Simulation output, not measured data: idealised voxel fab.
Title: Process Module voxel fin reveal
Square cells of 5 nm make up the cross-section cut, whose width is 245 nm.
In this document a cross-section is written as a grid of square cells. It is given as a series of bands, listed from the top down, and a band is one or more rows of cells.
Basically the band line says how high the top is and how high the bottom is, in nm, and then what's in it from left to right, every material with its width in nm. Empty space shows up as "blank", and if a single material carries "everywhere" it runs the full band edge to edge.
Height 0 is the level under which the wafer as received is all one material. The lowest band goes on downwards, as in "top 0, no bottom".
The width entry "30..40" should be interpreted row by row: the top row of cells in the band takes the first number, the bottom row takes the second number, and the change between adjacent rows is uniform throughout.
Where a step carries "no change", the cross-section came out of it unchanged, cell for cell.
Enclosed voids: empty space of 8 cells or more with no open way to the top, each as width x height at its distance from the left edge, in nm
What comes after the settings on a step's line is commentary from the simulator itself on that step.
For masked steps, "overlay nm" on the step line gives how far right of plan the mask actually lay; a minus sign means it lay to the left.

### This section lists the process steps that were planned
1. RECEIVE: material Si
2. CONFORMAL_DEP: material SiN, thk nm 10
3. MASKED_ETCH: tone cover, mask id FINS, width nm 15, pitch nm 40, etch materials SiN, depth nm 10, overlay nm 0
4. MASKED_ETCH: tone cover, mask id FINS, width nm 15, pitch nm 40, etch materials Si, depth nm 35, overlay nm 0
5. OXIDIZE: depth nm 5
6. FILL_DEP: material SiO2, thk nm 15
7. CMP: height nm 0
8. SELECTIVE_ETCH: etch materials SiO2, depth nm 20
9. STRIP: etch materials SiN
10. CONFORMAL_DEP: material HfO2, thk nm 5
For this document, wafers share an identical start and vary in the step 7 height nm; the plan quotes the first wafer's value.

### First of several wafers (as received, post step 1), cross-sectional view
* top 0, no bottom: Si everywhere
* Enclosed voids: none

### End of the module, past its last step, step 10: how the first of several wafers looks in cross-section
* top 5, bottom 0: 55 of blank, 15 of HfO2, 25 of blank, 15 of HfO2, 25 of blank, 15 of HfO2, 25 of blank, 15 of HfO2, 55 of blank
* top 0, bottom -15: 55 of blank, 5 of HfO2, 5 of Si, 5 of HfO2, 25 of blank, 5 of HfO2, 5 of Si, 5 of HfO2, 25 of blank, 5 of HfO2, 5 of Si, 5 of HfO2, 25 of blank, 5 of HfO2, 5 of Si, 5 of HfO2, 55 of blank
* top -15, bottom -20: 60 of HfO2, 5 of Si, 35 of HfO2, 5 of Si, 35 of HfO2, 5 of Si, 35 of HfO2, 5 of Si, 60 of HfO2
* top -20, bottom -40: 60 of SiO2, 5 of Si, 35 of SiO2, 5 of Si, 35 of SiO2, 5 of Si, 35 of SiO2, 5 of Si, 60 of SiO2
* top -40, no bottom: Si everywhere
* Enclosed voids: none

### Here's the last wafer cross-sectioned at the end of the module
* top 10, bottom 5: 60 of HfO2, 5 of blank, 35 of HfO2, 5 of blank, 35 of HfO2, 5 of blank, 35 of HfO2, 5 of blank, 60 of HfO2
* top 5, bottom 0: 55 of SiO2, 15 of HfO2, 25 of SiO2, 15 of HfO2, 25 of SiO2, 15 of HfO2, 25 of SiO2, 15 of HfO2, 55 of SiO2
* top 0, bottom -40: 60 of SiO2, 5 of Si, 35 of SiO2, 5 of Si, 35 of SiO2, 5 of Si, 35 of SiO2, 5 of Si, 60 of SiO2
* top -40, no bottom: Si everywhere
* Enclosed voids: none

### What follows is a table in which each wafer occupies a row; for the wafer as it stands at the close of the module, the row states, material by material, how many cells have been gained (+) or lost (-) since receipt, and then gives its closed voids
height nm 0; +81 HfO2; -360 Si; +180 SiO2; Enclosed voids: none
height nm 5; +73 HfO2; -360 Si; +225 SiO2; Enclosed voids: none
height nm 10; +65 HfO2; -360 Si; +270 SiO2; Enclosed voids: none
height nm 15; +57 HfO2; -360 Si; +315 SiO2; Enclosed voids: none
height nm 20; +49 HfO2; -360 Si; +360 SiO2; Enclosed voids: none
height nm 25; +57 HfO2; -360 Si; +397 SiO2; Enclosed voids: none
